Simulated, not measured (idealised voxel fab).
The process module presented herein is designated voxel wiring stack.
Xsec cut, 255 nm wide, square cell size 5 nm.
If you're reading a cross-section in this doc, picture square cells in a grid; it comes to you as bands, top ones listed first down to the bottom, and a band can be one or more rows of cells.
Band: top height; bottom height; in nm. Then, left to right: material with width in nm, for each material. "throughout": a single material spanning edge to edge. "empty": empty space.
Height reference: 0 = level under which incoming wafer is all one material. Lowest band: no bottom, runs on downward, e.g. "0..down".
Think of "30 to 40" as a width that walks from the first number to the second as you go down the band, top row to bottom row, taking equal-sized steps from row to row.
"identical to before" for a step: no cell of the cross-section changed in that step.
Any empty space of 8 cells or more lacking an open way to the top shows up in "Fully sealed cavities" as width x height at distance, distance from the left edge, in nm.
Read whatever lies past the settings on a step's line as the simulator's own remark about the step.
overlay nm, on a step with a mask: how far to the right of its planned place the mask lay; to the left if negative
LISTED BELOW ARE THE PROCESS STEPS AS PLANNED
1,RECEIVE | material Si
2,CONFORMAL_DEP | material SiO2 | thk nm 15
3,DIRECTIONAL_DEP | material TiN | thk nm 5
4,DIRECTIONAL_DEP | material W | thk nm 15
5,DIRECTIONAL_DEP | material aC | thk nm 10
6,PATTERN | tone cover | mask id METAL_1 | material resist | width nm 30 | pitch nm 50 | thk nm 25 | overlay nm 0
7,DIRECTIONAL_ETCH | etch materials aC | depth nm 10
8,STRIP | etch materials resist
9,DIRECTIONAL_ETCH | etch materials W | depth nm 15
10,DIRECTIONAL_ETCH | etch materials TiN | depth nm 5
11,STRIP | etch materials aC
12,FILL_DEP | material SiO2 | thk nm 10
13,CMP | height nm 35
14,CONFORMAL_DEP | material SiCN | thk nm 5
15,DIRECTIONAL_DEP | material lowk | thk nm 10
16,PATTERN | tone open | mask id PLUG_1 | material resist | width nm 15 | pitch nm 50 | thk nm 20 | overlay nm 0
17,DIRECTIONAL_ETCH | etch materials lowk | depth nm 10
18,DIRECTIONAL_ETCH | etch materials SiCN | depth nm 5
19,STRIP | etch materials resist
20,CONFORMAL_DEP | material TiN | thk nm 5
21,FILL_DEP | material Ru | thk nm 5
22,CMP | height nm 50
23,DIRECTIONAL_DEP | material TiN | thk nm 5
24,DIRECTIONAL_DEP | material Ru | thk nm 15
25,DIRECTIONAL_DEP | material aC | thk nm 10
26,PATTERN | tone cover | mask id METAL_2 | material resist | width nm 30 | pitch nm 50 | thk nm 25 | overlay nm 0
27,DIRECTIONAL_ETCH | etch materials aC | depth nm 10
28,STRIP | etch materials resist
29,DIRECTIONAL_ETCH | etch materials Ru | depth nm 15
30,DIRECTIONAL_ETCH | etch materials TiN | depth nm 5
31,STRIP | etch materials aC
32,CONFORMAL_DEP | material SiCN | thk nm 5
33,FILL_DEP | material lowk | thk nm 10
34,CMP | height nm 70
35,CONFORMAL_DEP | material SiCN | thk nm 5
STEP 1 COMPLETE: CROSS-SECTION OF THE WAFER AS RECEIVED
    0..down  Si throughout
    Fully sealed cavities: none
END-OF-MODULE XS, FIRST OF TWO WAFERS, RUN AS PLANNED
    75..70  SiCN throughout
    70..55  lowk=30; SiCN=5; Ru=30; SiCN=5; lowk=10; SiCN=5; Ru=30; SiCN=5; lowk=10; SiCN=5; Ru=30; SiCN=5; lowk=10; SiCN=5; Ru=30; SiCN=5; lowk=35
    55..50  SiCN=35; TiN=30; SiCN=20; TiN=30; SiCN=20; TiN=30; SiCN=20; TiN=30; SiCN=40
    50..40  lowk=35; TiN=5; Ru=5; TiN=5; lowk=35; TiN=5; Ru=5; TiN=5; lowk=35; TiN=5; Ru=5; TiN=5; lowk=35; TiN=5; Ru=5; TiN=5; lowk=55
    40..35  SiCN=35; TiN=15; SiCN=35; TiN=15; SiCN=35; TiN=15; SiCN=35; TiN=15; SiCN=55
    35..20  SiO2=35; W=30; SiO2=20; W=30; SiO2=20; W=30; SiO2=20; W=30; SiO2=40
    20..15  SiO2=35; TiN=30; SiO2=20; TiN=30; SiO2=20; TiN=30; SiO2=20; TiN=30; SiO2=40
    15..0  SiO2 throughout
    0..down  Si throughout
    Fully sealed cavities: none
THIS IS THE SECOND OF THE TWO WAFERS, CROSS-SECTIONED AT THE END OF THE MODULE; IT STARTED EXACTLY LIKE THE FIRST AND WAS GIVEN THE SAME PLAN, BUT IT WAS RUN WITH ONE MISTAKE
    75..70  SiCN throughout
    70..55  lowk=30; SiCN=5; Ru=30; SiCN=5; lowk=10; SiCN=5; Ru=30; SiCN=5; lowk=10; SiCN=5; Ru=30; SiCN=5; lowk=10; SiCN=5; Ru=30; SiCN=5; lowk=35
    55..50  SiCN=35; TiN=30; SiCN=20; TiN=30; SiCN=20; TiN=30; SiCN=20; TiN=30; SiCN=40
    50..40  lowk=35; TiN=5; Ru=5; TiN=5; lowk=35; TiN=5; Ru=5; TiN=5; lowk=35; TiN=5; Ru=5; TiN=5; lowk=35; TiN=5; Ru=5; TiN=5; lowk=55
    40..35  SiCN=35; TiN=15; SiCN=35; TiN=15; SiCN=35; TiN=15; SiCN=35; TiN=15; SiCN=55
    35..30  SiO2 throughout
    30..15  SiO2=35; W=30; SiO2=20; W=30; SiO2=20; W=30; SiO2=20; W=30; SiO2=40
    15..0  SiO2 throughout
    0..down  Si throughout
    Fully sealed cavities: none
Error vs. plan: plan step 3 was not performed, having been skipped
In the final state, the cell counts of the second wafer exceed or fall short of those of the first for the following materials: 24 more of SiO2 | 24 fewer of TiN
